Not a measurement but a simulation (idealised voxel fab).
process module | voxel fin reveal
cross-section cut | 180 nm wide | cells 5 nm
A cross-section is a grid of square cells, given in bands from the top down. A band is one or more rows of cells.
Each band's line starts with the height of the band's top and of its bottom, in nm. Then come its materials from left to right, each with its width in nm. One material with "throughout" fills the band from edge to edge. "air" is empty space.
Height 0 is the level under which the wafer as received is all one material. The lowest band goes on downwards, as in "0 down".
A width such as "30 to 40" changes by the same amount from each row of cells to the next, from the band's top row to its bottom row.
"no change" after a step means that no cell of the cross-section changed.
closed voids: empty space of 8 cells or more with no open way to the top, each as width x height at its distance from the left edge, in nm
after a step's settings: what the simulator itself notes on the step
overlay nm, on a step with a mask: how far to the right of its planned place the mask lay; to the left if negative
plan
1 op RECEIVE | material Si
2 op CONFORMAL_DEP | material SiN | thk nm 10
3 op DIRECTIONAL_DEP | material aC | thk nm 15
4 op PATTERN | tone cover | mask id FINS | material resist | width nm 15 | pitch nm 40 | thk nm 35 | overlay nm 0
5 op DIRECTIONAL_ETCH | etch materials aC | depth nm 15
6 op STRIP | etch materials resist
7 op DIRECTIONAL_ETCH | etch materials SiN | depth nm 10
8 op DIRECTIONAL_ETCH | etch materials Si | depth nm 35
9 op STRIP | etch materials aC
10 op FILL_DEP | material SiO2 | thk nm 10
11 op CMP | height nm 10
12 op SELECTIVE_ETCH | etch materials SiO2 | depth nm 20
13 op STRIP | etch materials SiN
as received, after step 1
  0 down: Si throughout
  closed voids: none
a wafer at the end: this start, this plan, one mistake
  0 to -10: Si 40 | air 15 | Si 25 | air 15 | Si 25 | air 15 | Si 45
  -10 to -35: Si 40 | SiO2 15 | Si 25 | SiO2 15 | Si 25 | SiO2 15 | Si 45
  -35 down: Si throughout
  closed voids: none
what went wrong: step 4 ran as: op PATTERN | tone open | mask id FINS | material resist | width nm 15 | pitch nm 40 | thk nm 35 | overlay nm 0
